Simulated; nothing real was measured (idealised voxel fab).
process module | voxel transistor to metal
cross-section cut | 170 nm wide | cells 5 nm
A cross-section is a grid of square cells, given in bands from the top down. A band is one or more rows of cells.
Each band's line starts with the height of the band's top and of its bottom, in nm. Then come its materials from left to right, each with its width in nm. One material with "throughout" fills the band from edge to edge. "air" is empty space.
Height 0 is the level under which the wafer as received is all one material. The lowest band goes on downwards, as in "0 down".
A width such as "30 to 40" changes by the same amount from each row of cells to the next, from the band's top row to its bottom row.
"no change" after a step means that no cell of the cross-section changed.
closed voids: empty space of 8 cells or more with no open way to the top, each as width x height at its distance from the left edge, in nm
after a step's settings: what the simulator itself notes on the step
overlay nm, on a step with a mask: how far to the right of its planned place the mask lay; to the left if negative
plan
1 op RECEIVE | material Si
2 op OXIDIZE | depth nm 5
3 op CONFORMAL_DEP | material SiN | thk nm 15
4 op DIRECTIONAL_DEP | material aC | thk nm 15
5 op PATTERN | tone cover | mask id ACTIVE | material resist | width nm 115 | thk nm 30 | overlay nm 0
6 op DIRECTIONAL_ETCH | etch materials aC | depth nm 15
7 op STRIP | etch materials resist
8 op DIRECTIONAL_ETCH | etch materials SiN | depth nm 15
9 op DIRECTIONAL_ETCH | etch materials SiO2 | depth nm 5
10 op DIRECTIONAL_ETCH | etch materials Si | depth nm 30
11 op STRIP | etch materials aC
12 op OXIDIZE | depth nm 5
13 op FILL_DEP | material SiO2 | thk nm 5
14 op CMP | height nm 15
15 op SELECTIVE_ETCH | etch materials SiO2 | depth nm 10
16 op STRIP | etch materials SiN
17 op SELECTIVE_ETCH | etch materials SiO2 | depth nm 5
18 op OXIDIZE | depth nm 5
19 op DIRECTIONAL_DEP | material polySi | thk nm 30
20 op DIRECTIONAL_DEP | material SiCN | thk nm 10
21 op DIRECTIONAL_DEP | material aC | thk nm 10
22 op PATTERN | tone cover | mask id GATE | material resist | width nm 25 | thk nm 30 | overlay nm 0
23 op DIRECTIONAL_ETCH | etch materials aC | depth nm 10
24 op STRIP | etch materials resist
25 op DIRECTIONAL_ETCH | etch materials SiCN | depth nm 20
26 op DIRECTIONAL_ETCH | etch materials polySi | depth nm 40
27 op STRIP | etch materials aC
28 op CONFORMAL_DEP | material SiO2 | thk nm 5
29 op DIRECTIONAL_ETCH | etch materials SiO2 | depth nm 5
30 op CONFORMAL_DEP | material SiN | thk nm 5
31 op DIRECTIONAL_ETCH | etch materials SiN | depth nm 5
32 op DIRECTIONAL_ETCH | etch materials SiO2 | depth nm 5
33 op EPI | material nSi | thk nm 5
34 op FILL_DEP | material SiO2 | thk nm 5
35 op CMP | height nm 35
36 op DIRECTIONAL_DEP | material SiO2 | thk nm 10
37 op DIRECTIONAL_DEP | material aC | thk nm 10
38 op PATTERN | tone open | mask id CONTACT | material resist | width nm 30 | pitch nm 65 | thk nm 30 | overlay nm 0
39 op DIRECTIONAL_ETCH | etch materials aC | depth nm 10
40 op STRIP | etch materials resist
41 op DIRECTIONAL_ETCH | etch materials SiO2 | depth nm 50
42 op STRIP | etch materials aC
43 op CONFORMAL_DEP | material TiN | thk nm 5
44 op FILL_DEP | material Ru | thk nm 10
45 op CMP | height nm 45
46 op DIRECTIONAL_DEP | material TiN | thk nm 5
47 op DIRECTIONAL_DEP | material Ru | thk nm 20
48 op MASKED_ETCH | tone cover | mask id METAL_1 | width nm 15 | pitch nm 80 | etch materials Ru | depth nm 20 | overlay nm 0
49 op MASKED_ETCH | tone cover | mask id METAL_1 | width nm 15 | pitch nm 80 | etch materials TiN | depth nm 5 | overlay nm 0
50 op FILL_DEP | material SiO2 | thk nm 10
51 op CMP | height nm 70
52 op CONFORMAL_DEP | material SiCN | thk nm 5
53 op DIRECTIONAL_DEP | material SiO2 | thk nm 30
54 op MASKED_ETCH | tone open | mask id METAL_2 | width nm 15 | pitch nm 80 | etch materials SiO2 | depth nm 15 | overlay nm 0
55 op DIRECTIONAL_DEP | material aC | thk nm 10
56 op PATTERN | tone open | mask id METAL_2_HOLES | material resist | width nm 15 | pitch nm 80 | thk nm 25 | overlay nm 0
57 op DIRECTIONAL_ETCH | etch materials aC | depth nm 10
58 op STRIP | etch materials resist
59 op DIRECTIONAL_ETCH | etch materials SiO2 | depth nm 15
60 op DIRECTIONAL_ETCH | etch materials SiCN | depth nm 5
61 op STRIP | etch materials aC
62 op CONFORMAL_DEP | material TiN | thk nm 5
63 op FILL_DEP | material Cu | thk nm 10
64 op CMP | height nm 105
65 op CONFORMAL_DEP | material SiN | thk nm 5
as received, after step 1
  0 down: Si throughout
  closed voids: none
first wafer at the end, as planned
  110 to 105: SiN throughout
  105 to 75: SiO2 35 | TiN 5 | Cu 5 | TiN 5 | SiO2 65 | TiN 5 | Cu 5 | TiN 5 | SiO2 40
  75 to 70: SiCN 35 | TiN 15 | SiCN 65 | TiN 15 | SiCN 40
  70 to 50: SiO2 35 | Ru 15 | SiO2 65 | Ru 15 | SiO2 40
  50 to 45: SiO2 35 | TiN 15 | SiO2 65 | TiN 15 | SiO2 40
  45 to 35: SiO2 35 | TiN 5 | Ru 20 to 15 | TiN 5 to 10 | SiO2 35 | TiN 5 to 10 | Ru 20 to 15 | TiN 5 | SiO2 40
  35 to 25: SiO2 35 | TiN 5 | Ru 15 | TiN 5 | SiN 5 | SiO2 5 | SiCN 25 | SiO2 5 | SiN 5 | TiN 5 | Ru 15 | TiN 5 | SiO2 40
  25 to 0: SiO2 35 | TiN 5 | Ru 15 | TiN 5 | SiN 5 | SiO2 5 | polySi 25 | SiO2 5 | SiN 5 | TiN 5 | Ru 15 | TiN 5 | SiO2 40
  0 to -5: SiO2 25 | SiN 5 | SiO2 5 | TiN 25 | SiN 5 | SiO2 5 | polySi 25 | SiO2 5 | SiN 5 | TiN 25 | SiO2 5 | SiN 5 | SiO2 30
  -5 to -10: SiO2 30 | nSi 30 | SiO2 45 | nSi 30 | SiO2 35
  -10 to -40: SiO2 30 | Si 105 | SiO2 35
  -40 down: Si throughout
  closed voids: none
second wafer at the end: like start, like plan, one mistake
  110 to 105: SiN throughout
  105 to 75: SiO2 35 | TiN 5 | Cu 5 | TiN 5 | SiO2 65 | TiN 5 | Cu 5 | TiN 5 | SiO2 40
  75 to 70: SiCN 35 | TiN 15 | SiCN 65 | TiN 15 | SiCN 40
  70 to 65: SiO2 35 | Ru 15 | SiO2 65 | Ru 15 | SiO2 40
  65 to 60: SiO2 35 | TiN 15 | SiO2 65 | TiN 15 | SiO2 40
  60 to 50: Ru throughout
  50 to 45: TiN 40 | Ru 20 | TiN 45 | Ru 20 | TiN 45
  45 to 35: SiO2 35 | TiN 5 | Ru 20 to 15 | TiN 5 to 10 | SiO2 35 | TiN 5 to 10 | Ru 20 to 15 | TiN 5 | SiO2 40
  35 to 25: SiO2 35 | TiN 5 | Ru 15 | TiN 5 | SiN 5 | SiO2 5 | SiCN 25 | SiO2 5 | SiN 5 | TiN 5 | Ru 15 | TiN 5 | SiO2 40
  25 to 0: SiO2 35 | TiN 5 | Ru 15 | TiN 5 | SiN 5 | SiO2 5 | polySi 25 | SiO2 5 | SiN 5 | TiN 5 | Ru 15 | TiN 5 | SiO2 40
  0 to -5: SiO2 25 | SiN 5 | SiO2 5 | TiN 25 | SiN 5 | SiO2 5 | polySi 25 | SiO2 5 | SiN 5 | TiN 25 | SiO2 5 | SiN 5 | SiO2 30
  -5 to -10: SiO2 30 | nSi 30 | SiO2 45 | nSi 30 | SiO2 35
  -10 to -40: SiO2 30 | Si 105 | SiO2 35
  -40 down: Si throughout
  closed voids: none
what went wrong: step 45 was left out
at the end the second wafer has, in cells: 58 more of Ru | 84 fewer of SiO2 | 26 more of TiN
